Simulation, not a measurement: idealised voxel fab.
process module | voxel air gaps
The cross-section on display is named cut; it measures 180 nm wide, and its cells are 5 nm squares.
Cross-section layout: square cells on a grid; listed as bands, top to bottom; a band spans one or more cell rows.
Band entry format. Leading values: height of top, height of bottom, nm. Remainder: materials in left-to-right order, each with its width in nm. Special words: "all across" on a single material, which then fills the band edge to edge; "empty", empty space.
Height 0 is the level under which the wafer as received is all one material. The lowest band goes on downwards, as in "from 0 down".
Width spec "30->40" -> top row of cells at first value, bottom row at second value, equal per-row change in between.
"left unchanged" means the step left every cell of the cross-section as it was.
For the entry "Trapped voids", the listed items are empty spaces with no open way to the top whose size is 8 cells or more; each item follows the pattern width x height at distance, where distance is from the left edge and all three are in nm.
Note: text after step settings on the step line = simulator remark on that step.
You can add "overlay nm" to a step's line. For a step with a mask, it describes how far the mask lay to the right of its planned position, and a negative number describes a lay to the left.

## The following list gives the planned process steps
1. RECEIVE | material Si
2. CONFORMAL_DEP | material SiO2 | thk nm 10
3. CONFORMAL_DEP | material SiN | thk nm 5
4. DIRECTIONAL_DEP | material SiO2 | thk nm 40
5. MASKED_ETCH | tone open | mask id LINES | width nm 25 | pitch nm 55 | etch materials SiO2 | depth nm 40 | overlay nm 0
6. CONFORMAL_DEP | material TiN | thk nm 5
7. FILL_DEP | material Ru | thk nm 10
8. CMP | height nm 55
9. EPI | material Ru | thk nm 10
10. SELECTIVE_ETCH | etch materials SiO2 | depth nm 50
11. CONFORMAL_DEP | material SiCN | thk nm 5

## So this is the incoming wafer in cross-section - it's already been through step 1
* from 0 down: Si all across
* Trapped voids: none

## The first of the two wafers as seen in cross-section once the module was finished; processing followed the plan
* from 70 to 65: 5 of empty / 165 of SiCN / 10 of empty
* from 65 to 55: 5 of empty / 5 of SiCN / 45 of Ru / 10 of SiCN / 45 of Ru / 10 of SiCN / 45 of Ru / 5 of SiCN / 10 of empty
* from 55 to 50: 5 of empty / 15 of SiCN / 5 of TiN / 15 of Ru / 5 of TiN / 30 of SiCN / 5 of TiN / 15 of Ru / 5 of TiN / 30 of SiCN / 5 of TiN / 15 of Ru / 5 of TiN / 15 of SiCN / 10 of empty
* from 50 to 20: 15 of empty / 5 of SiCN / 5 of TiN / 15 of Ru / 5 of TiN / 5 of SiCN / 20 of empty / 5 of SiCN / 5 of TiN / 15 of Ru / 5 of TiN / 5 of SiCN / 20 of empty / 5 of SiCN / 5 of TiN / 15 of Ru / 5 of TiN / 5 of SiCN / 20 of empty
* from 20 to 15: 20 of SiCN / 25 of TiN / 30 of SiCN / 25 of TiN / 30 of SiCN / 25 of TiN / 25 of SiCN
* from 15 to 10: SiN all across
* from 10 to 0: SiO2 all across
* from 0 down: Si all across
* Trapped voids: 20 x 30 at 50; 20 x 30 at 105

## Cross-section at end of module for the second wafer of two, which matched the first in starting point and plan and differed by one mistake in its processing
* from 70 to 65: 15 of empty / 165 of SiCN
* from 65 to 55: 15 of empty / 5 of SiCN / 45 of Ru / 10 of SiCN / 45 of Ru / 10 of SiCN / 45 of Ru / 5 of SiCN
* from 55 to 50: 15 of empty / 15 of SiCN / 5 of TiN / 15 of Ru / 5 of TiN / 30 of SiCN / 5 of TiN / 15 of Ru / 5 of TiN / 30 of SiCN / 5 of TiN / 15 of Ru / 5 of TiN / 15 of SiCN
* from 50 to 20: 25 of empty / 5 of SiCN / 5 of TiN / 15 of Ru / 5 of TiN / 5 of SiCN / 20 of empty / 5 of SiCN / 5 of TiN / 15 of Ru / 5 of TiN / 5 of SiCN / 20 of empty / 5 of SiCN / 5 of TiN / 15 of Ru / 5 of TiN / 5 of SiCN / 10 of empty
* from 20 to 15: 30 of SiCN / 25 of TiN / 30 of SiCN / 25 of TiN / 30 of SiCN / 25 of TiN / 15 of SiCN
* from 15 to 10: SiN all across
* from 10 to 0: SiO2 all across
* from 0 down: Si all across
* Trapped voids: 20 x 30 at 60; 20 x 30 at 115; 10 x 30 at 170
Want to know what went wrong? rather than as planned, step 5 actually ran as MASKED_ETCH | tone open | mask id LINES | width nm 25 | pitch nm 55 | etch materials SiO2 | depth nm 40 | overlay nm 10
By the end, you'd get the same cell count for each material on either wafer, but the second wafer puts them somewhere else.
Quick summary for you: first wafer finishes at 2 closed voids, second at 3.
